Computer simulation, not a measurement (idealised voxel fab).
A process module follows: voxel plated lines.
This is section cut - it's 270 nm across, gridded in 5 nm square cells.
Reading order for cross-sections: top band down to bottom band. Underlying form: a grid of square cells. Band size: one or more rows of cells. Heights first: top, then bottom, in nm. Then materials, left to right, each with a width in nm. "edge to edge" on a single material: fills the band edge to edge. "empty": empty space. Convention: height 0 is the level below which the wafer, as received, is all one material. The lowest band does not terminate at the bottom but continues downward, represented as "0 and below". It should be noted that a width expressed as "30->40" varies in equal increments from row to row of cells within the band, taking the value of the first number at the top row and that of the second number at the bottom row. Step note "nothing changed" = no cross-section cell changed. If an empty space has no open way to the top and is at least 8 cells in size, "Closed void table" lists it, written width x height at distance, where distance is measured from the left edge and every value is in nm. That trailing text on a step's line, after the settings, is the simulator's own remark on the step. overlay nm: right-of-plan distance of the mask on a masked step; negative values mean left-of-plan.
## Here's what the planned process steps look like
- 1: RECEIVE: material Si
- 2: CONFORMAL_DEP: material Al2O3, thk nm 15
- 3: DIRECTIONAL_DEP: material TiN, thk nm 5
- 4: PATTERN: tone open, mask id LINES, material resist, width nm 15, pitch nm 35, thk nm 30, overlay nm 0
- 5: EPI: material Ru, thk nm 10
- 6: EPI: material Ru, thk nm 5
- 7: STRIP: etch materials resist
- 8: DIRECTIONAL_ETCH: etch materials TiN, depth nm 5
- 9: CONFORMAL_DEP: material SiO2, thk nm 5
## The first wafer of two, processed as planned
## As-received wafer cross-section (after step 1)
  0 and below | Si edge to edge
  Closed void table: none
## The wafer in cross-section once step 2 is complete
  15 down to 0 | Al2O3 edge to edge
  Unchanged below 0.
## The wafer in cross-section once step 3 is complete
  20 down to 15 | TiN edge to edge
  Unchanged below 15.
## The wafer in cross-section once step 4 is complete
  50 down to 20 | resist 110  empty 15  resist 20  empty 15  resist 110
  Unchanged below 20.
## The wafer in cross-section once step 5 is complete
  50 down to 30 | resist 110  empty 15  resist 20  empty 15  resist 110
  30 down to 20 | resist 110  Ru 15  resist 20  Ru 15  resist 110
  Unchanged below 20.
## The wafer in cross-section once step 6 is complete
  50 down to 35 | resist 110  empty 15  resist 20  empty 15  resist 110
  35 down to 20 | resist 110  Ru 15  resist 20  Ru 15  resist 110
  Unchanged below 20.
## The wafer in cross-section once step 7 is complete
  35 down to 20 | empty 110  Ru 15  empty 20  Ru 15  empty 110
  Unchanged below 20.
## The wafer in cross-section once step 8 is complete
  35 down to 20 | empty 110  Ru 15  empty 20  Ru 15  empty 110
  20 down to 15 | empty 110  TiN 15  empty 20  TiN 15  empty 110
  Unchanged below 15.
## The wafer in cross-section once step 9 is complete
  40 down to 35 | empty 105  SiO2 25  empty 10  SiO2 25  empty 105
  35 down to 20 | empty 105  SiO2 5  Ru 15  SiO2 5  empty 10  SiO2 5  Ru 15  SiO2 5  empty 105
  20 down to 15 | SiO2 110  TiN 15  SiO2 20  TiN 15  SiO2 110
  Unchanged below 15.
## Second of two: same start, same plan, one run error; steps up to and including 8 match the first
## X-section, second wafer, when step 9 was due to finish
  40 down to 35 | empty 105  TiN 25  empty 10  TiN 25  empty 105
  35 down to 20 | empty 105  TiN 5  Ru 15  TiN 5  empty 10  TiN 5  Ru 15  TiN 5  empty 105
  20 down to 15 | TiN edge to edge
  Unchanged below 15.
So what did we get wrong on this run? off-plan run, step 9, actual operation and settings CONFORMAL_DEP: material TiN, thk nm 5
It is noted that, at the conclusion of processing, the second wafer exhibits a higher or lower cell count for certain materials relative to the first: 70 fewer of SiO2; 70 more of TiN
